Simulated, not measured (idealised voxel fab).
process module | voxel air gaps
cross-section cut | 270 nm wide | cells 5 nm
A cross-section is a grid of square cells, given in bands from the top down. A band is one or more rows of cells.
Each band's line starts with the height of the band's top and of its bottom, in nm. Then come its materials from left to right, each with its width in nm. One material with "throughout" fills the band from edge to edge. "air" is empty space.
Height 0 is the level under which the wafer as received is all one material. The lowest band goes on downwards, as in "0 down".
A width such as "30 to 40" changes by the same amount from each row of cells to the next, from the band's top row to its bottom row.
"no change" after a step means that no cell of the cross-section changed.
closed voids: empty space of 8 cells or more with no open way to the top, each as width x height at its distance from the left edge, in nm
after a step's settings: what the simulator itself notes on the step
overlay nm, on a step with a mask: how far to the right of its planned place the mask lay; to the left if negative
plan
1 op RECEIVE | material Si
2 op CONFORMAL_DEP | material SiO2 | thk nm 15
3 op CONFORMAL_DEP | material SiN | thk nm 5
4 op DIRECTIONAL_DEP | material lowk | thk nm 30
5 op PATTERN | tone open | mask id LINES | material resist | width nm 25 | pitch nm 50 | thk nm 15 | overlay nm 0
6 op DIRECTIONAL_ETCH | etch materials lowk | depth nm 30
7 op STRIP | etch materials resist
8 op CONFORMAL_DEP | material TiN | thk nm 5
9 op FILL_DEP | material Cu | thk nm 10
10 op CMP | height nm 50
11 op EPI | material Ru | thk nm 10
12 op SELECTIVE_ETCH | etch materials lowk | depth nm 40
13 op CONFORMAL_DEP | material SiCN | thk nm 5
as received, after step 1
  0 down: Si throughout
  closed voids: none
first wafer at the end, as planned
  65 to 60: air 30 | SiCN 205 | air 35
  60 to 50: air 30 | SiCN 5 | Ru 45 | SiCN 5 | Ru 45 | SiCN 5 | Ru 45 | SiCN 5 | Ru 45 | SiCN 5 | air 35
  50 to 45: air 30 | SiCN 15 | TiN 5 | Cu 15 | TiN 5 | SiCN 25 | TiN 5 | Cu 15 | TiN 5 | SiCN 25 | TiN 5 | Cu 15 | TiN 5 | SiCN 25 | TiN 5 | Cu 15 | TiN 5 | SiCN 15 | air 35
  45 to 25: air 40 | SiCN 5 | TiN 5 | Cu 15 | TiN 5 | SiCN 5 | air 15 | SiCN 5 | TiN 5 | Cu 15 | TiN 5 | SiCN 5 | air 15 | SiCN 5 | TiN 5 | Cu 15 | TiN 5 | SiCN 5 | air 15 | SiCN 5 | TiN 5 | Cu 15 | TiN 5 | SiCN 5 | air 45
  25 to 20: SiCN 45 | TiN 25 | SiCN 25 | TiN 25 | SiCN 25 | TiN 25 | SiCN 25 | TiN 25 | SiCN 50
  20 to 15: SiN throughout
  15 to 0: SiO2 throughout
  0 down: Si throughout
  closed voids: 15 x 20 at 75; 15 x 20 at 125; 15 x 20 at 175
second wafer at the end: like start, like plan, one mistake
  65 to 60: air 30 | SiCN 205 | air 35
  60 to 50: air 30 | SiCN 5 | Ru 45 | SiCN 5 | Ru 45 | SiCN 5 | Ru 45 | SiCN 5 | Ru 45 | SiCN 5 | air 35
  50 to 45: air 30 | SiCN 15 | TiN 5 | Cu 15 | TiN 5 | SiCN 25 | TiN 5 | Cu 15 | TiN 5 | SiCN 25 | TiN 5 | Cu 15 | TiN 5 | SiCN 25 | TiN 5 | Cu 15 | TiN 5 | SiCN 15 | air 35
  45 to 40: air 40 | SiCN 5 | TiN 5 | Cu 15 | TiN 5 | SiCN 5 | air 15 | SiCN 5 | TiN 5 | Cu 15 | TiN 5 | SiCN 5 | air 15 | SiCN 5 | TiN 5 | Cu 15 | TiN 5 | SiCN 5 | air 15 | SiCN 5 | TiN 5 | Cu 15 | TiN 5 | SiCN 5 | air 45
  40 to 35: SiCN 45 | TiN 25 | SiCN 25 | TiN 25 | SiCN 25 | TiN 25 | SiCN 25 | TiN 25 | SiCN 50
  35 to 30: SiN throughout
  30 to 0: SiO2 throughout
  0 down: Si throughout
  closed voids: none
what went wrong: step 2 was run twice
at the end the second wafer has, in cells: 36 fewer of Cu | 24 fewer of SiCN | 162 more of SiO2 | 24 fewer of TiN
closed voids at the end (first wafer, second wafer): 3, 0
